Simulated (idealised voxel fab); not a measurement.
Documented hereafter: the process module known as voxel wiring stack.
Cross-section cut: width 245 nm, square cells of 5 nm.
Cross-section = grid of square cells, listed top down in bands; band = one or more rows. Heights first: top, then bottom, in nm. Then materials, left to right, each with a width in nm. "throughout" on a single material: fills the band edge to edge. "empty": empty space. Where do heights start? At 0: under that level the wafer as delivered is made of one material only. And the lowest band has no floor; it just carries on downward, as in "0 nm and below". Width "30..40": first value at the band's top row of cells, second value at its bottom row, equal change from row to row. "nothing got changed", as given for a step, is the statement that not any cell of the cross-section underwent a change during that step. Reported under the label "Enclosed void inventory" are the empty spaces having no open way to the top and comprising 8 cells or more; the notation for each is width x height at distance, in which the distance is measured from the left edge and all three values are in nm. On each step's line, the part that comes after the settings is the simulator's own comment on the step. What "overlay nm" on a step's line means: if the step has a mask, that mask lay this far to the right of its planned place, or, when the value is negative, to the left.

The following list gives the planned process steps:
1) op RECEIVE | material Si
2) op CONFORMAL_DEP | material SiO2 | thk nm 15
3) op DIRECTIONAL_DEP | material TiN | thk nm 5
4) op DIRECTIONAL_DEP | material Ru | thk nm 15
5) op DIRECTIONAL_DEP | material aC | thk nm 15
6) op PATTERN | tone cover | mask id METAL_1 | material resist | width nm 30 | pitch nm 50 | thk nm 30 | overlay nm 0
7) op DIRECTIONAL_ETCH | etch materials aC | depth nm 15
8) op STRIP | etch materials resist
9) op DIRECTIONAL_ETCH | etch materials Ru | depth nm 15
10) op DIRECTIONAL_ETCH | etch materials TiN | depth nm 5
11) op STRIP | etch materials aC
12) op FILL_DEP | material SiO2 | thk nm 5
13) op CMP | height nm 35
14) op CONFORMAL_DEP | material SiCN | thk nm 5
15) op DIRECTIONAL_DEP | material lowk | thk nm 30
16) op PATTERN | tone open | mask id METAL_2 | material resist | width nm 30 | pitch nm 50 | thk nm 15 | overlay nm 0
17) op DIRECTIONAL_ETCH | etch materials lowk | depth nm 15
18) op STRIP | etch materials resist
19) op PATTERN | tone open | mask id METAL_2_HOLES | material resist | width nm 15 | pitch nm 50 | thk nm 15 | overlay nm 0
20) op DIRECTIONAL_ETCH | etch materials lowk | depth nm 15
21) op DIRECTIONAL_ETCH | etch materials SiCN | depth nm 5
22) op STRIP | etch materials resist
23) op CONFORMAL_DEP | material TiN | thk nm 5
24) op FILL_DEP | material Cu | thk nm 10
25) op CMP | height nm 70
26) op CONFORMAL_DEP | material SiCN | thk nm 5
27) op DIRECTIONAL_DEP | material lowk | thk nm 30
28) op PATTERN | tone open | mask id METAL_3 | material resist | width nm 30 | pitch nm 50 | thk nm 20 | overlay nm 0
29) op DIRECTIONAL_ETCH | etch materials lowk | depth nm 15
30) op STRIP | etch materials resist
31) op PATTERN | tone open | mask id METAL_3_HOLES | material resist | width nm 15 | thk nm 15 | overlay nm 0
32) op DIRECTIONAL_ETCH | etch materials lowk | depth nm 15
33) op DIRECTIONAL_ETCH | etch materials SiCN | depth nm 5
34) op STRIP | etch materials resist
35) op CONFORMAL_DEP | material TiN | thk nm 5
36) op FILL_DEP | material Cu | thk nm 10
37) op CMP | height nm 105
38) op CONFORMAL_DEP | material SiN | thk nm 5

So this is the incoming wafer in cross-section - it's already been through step 1:
    0 nm and below = Si throughout
    Enclosed void inventory: none

Looking at the first of two wafers in cross-section at end of module - ran to plan:
    110 nm to 105 nm = SiN throughout
    105 nm to 95 nm = lowk 80 nm; TiN 5 nm; Cu 20 nm; TiN 5 nm; lowk 20 nm; TiN 5 nm; Cu 20 nm; TiN 5 nm; lowk 85 nm
    95 nm to 90 nm = lowk 80 nm; TiN 5 nm; Cu 5 nm; TiN 20 nm; lowk 20 nm; TiN 30 nm; lowk 85 nm
    90 nm to 75 nm = lowk 80 nm; TiN 5 nm; Cu 5 nm; TiN 5 nm; lowk 150 nm
    75 nm to 70 nm = SiCN 80 nm; TiN 15 nm; SiCN 150 nm
    70 nm to 60 nm = lowk 80 nm; TiN 5 nm; Cu 20 nm; TiN 5 nm; lowk 20 nm; TiN 5 nm; Cu 20 nm; TiN 5 nm; lowk 85 nm
    60 nm to 55 nm = lowk 80 nm; TiN 5 nm; Cu 5 nm; TiN 20 nm; lowk 20 nm; TiN 5 nm; Cu 5 nm; TiN 20 nm; lowk 85 nm
    55 nm to 40 nm = lowk 80 nm; TiN 5 nm; Cu 5 nm; TiN 5 nm; lowk 35 nm; TiN 5 nm; Cu 5 nm; TiN 5 nm; lowk 100 nm
    40 nm to 35 nm = SiCN 80 nm; TiN 15 nm; SiCN 35 nm; TiN 15 nm; SiCN 100 nm
    35 nm to 20 nm = SiO2 80 nm; Ru 30 nm; SiO2 20 nm; Ru 30 nm; SiO2 85 nm
    20 nm to 15 nm = SiO2 80 nm; TiN 30 nm; SiO2 20 nm; TiN 30 nm; SiO2 85 nm
    15 nm to 0 nm = SiO2 throughout
    0 nm and below = Si throughout
    Enclosed void inventory: none

Same start, same plan as the first wafer - but one mistake in the run. Cross-section of the second of the two at the end of the module:
    110 nm to 105 nm = SiN throughout
    105 nm to 95 nm = lowk 80 nm; TiN 5 nm; Cu 20 nm; TiN 5 nm; lowk 20 nm; TiN 5 nm; Cu 20 nm; TiN 5 nm; lowk 85 nm
    95 nm to 90 nm = lowk 80 nm; TiN 5 nm; Cu 5 nm; TiN 20 nm; lowk 20 nm; TiN 30 nm; lowk 85 nm
    90 nm to 75 nm = lowk 80 nm; TiN 5 nm; Cu 5 nm; TiN 5 nm; lowk 150 nm
    75 nm to 70 nm = SiCN 80 nm; TiN 15 nm; SiCN 150 nm
    70 nm to 65 nm = lowk 80 nm; TiN 5 nm; Cu 5 nm; TiN 20 nm; lowk 20 nm; TiN 5 nm; Cu 5 nm; TiN 20 nm; lowk 85 nm
    65 nm to 50 nm = lowk 80 nm; TiN 5 nm; Cu 5 nm; TiN 5 nm; lowk 35 nm; TiN 5 nm; Cu 5 nm; TiN 5 nm; lowk 100 nm
    50 nm to 45 nm = SiCN 80 nm; TiN 15 nm; SiCN 35 nm; TiN 15 nm; SiCN 100 nm
    45 nm to 35 nm = SiCN throughout
    35 nm to 20 nm = SiO2 80 nm; Ru 30 nm; SiO2 20 nm; Ru 30 nm; SiO2 85 nm
    20 nm to 15 nm = SiO2 80 nm; TiN 30 nm; SiO2 20 nm; TiN 30 nm; SiO2 85 nm
    15 nm to 0 nm = SiO2 throughout
    0 nm and below = Si throughout
    Enclosed void inventory: none
In executing the process, a mistake was made relative to the plan: step 14 was not run as planned; what actually ran was op CONFORMAL_DEP | material SiCN | thk nm 15
Wafer comparison, final, in cells, second relative to first, materials more or fewer: -16 Cu; +98 SiCN; -8 TiN; -74 lowk
